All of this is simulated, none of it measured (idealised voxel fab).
The name of this process module is voxel trench capacitor.
Shown is cross-section cut, with a width of 265 nm and square cells of size 5 nm.
Reading order for cross-sections: top band down to bottom band. Underlying form: a grid of square cells. Band size: one or more rows of cells. For a band, the entry starts with two heights in nm, that of the top and then that of the bottom, and carries on with the band's materials in order from left to right, each alongside its width in nm; the word "everywhere" beside a single material means it fills the band edge to edge, and "empty" means empty space. Below 0: as-received wafer, all one material; heights counted from there. Lowest band: no bottom, goes on down, written "0 -> down". Width: "30 to 40" (first number = top row, second number = bottom row, same change from row to row of cells). The designation "no alteration", where it is given for a processing step, indicates that no cell of the cross-section was altered in the course of that step. "Voids, enclosed" means: voids of 8 cells or more that are shut off from the top with no open way through. Written width x height at distance, distance from the left edge, in nm. Anything after a step's settings on that line? It's the simulator's own note about the step. The "overlay nm" setting may appear on a step's line; for a step that uses a mask, it gives how far to the right of its planned position the mask lay, and a negative value indicates the left.
Process steps (planned)
1: RECEIVE, material Si
2: CONFORMAL_DEP, material SiN, thk nm 5
3: MASKED_ETCH, tone open, mask id TRENCH, width nm 30, pitch nm 55, etch materials SiN, depth nm 5, overlay nm 0
4: MASKED_ETCH, tone open, mask id TRENCH, width nm 30, pitch nm 55, etch materials Si, depth nm 25, overlay nm 0
5: CONFORMAL_DEP, material HfO2, thk nm 5
6: CONFORMAL_DEP, material TiN, thk nm 5
7: FILL_DEP, material W, thk nm 5
8: CMP, height nm 5
As received, after step 1
    0 -> down: Si everywhere
    Voids, enclosed: none
One mistake in running the module, otherwise start and plan as above: cross-section at the end
    20 -> 15: W everywhere
    15 -> 10: TiN=70 | W=10 | TiN=45 | W=10 | TiN=45 | W=10 | TiN=75
    10 -> 5: HfO2=65 | TiN=5 | W=10 | TiN=5 | HfO2=35 | TiN=5 | W=10 | TiN=5 | HfO2=35 | TiN=5 | W=10 | TiN=5 | HfO2=70
    5 -> 0: SiN=60 | HfO2=5 | TiN=5 | W=10 | TiN=5 | HfO2=5 | SiN=25 | HfO2=5 | TiN=5 | W=10 | TiN=5 | HfO2=5 | SiN=25 | HfO2=5 | TiN=5 | W=10 | TiN=5 | HfO2=5 | SiN=65
    0 -> -15: Si=60 | HfO2=5 | TiN=5 | W=10 | TiN=5 | HfO2=5 | Si=25 | HfO2=5 | TiN=5 | W=10 | TiN=5 | HfO2=5 | Si=25 | HfO2=5 | TiN=5 | W=10 | TiN=5 | HfO2=5 | Si=65
    -15 -> -20: Si=60 | HfO2=5 | TiN=20 | HfO2=5 | Si=25 | HfO2=5 | TiN=20 | HfO2=5 | Si=25 | HfO2=5 | TiN=20 | HfO2=5 | Si=65
    -20 -> -25: Si=60 | HfO2=30 | Si=25 | HfO2=30 | Si=25 | HfO2=30 | Si=65
    -25 -> down: Si everywhere
    Voids, enclosed: none
Which mistake was made when the wafer was run? step 8 of the plan was bypassed and not carried out
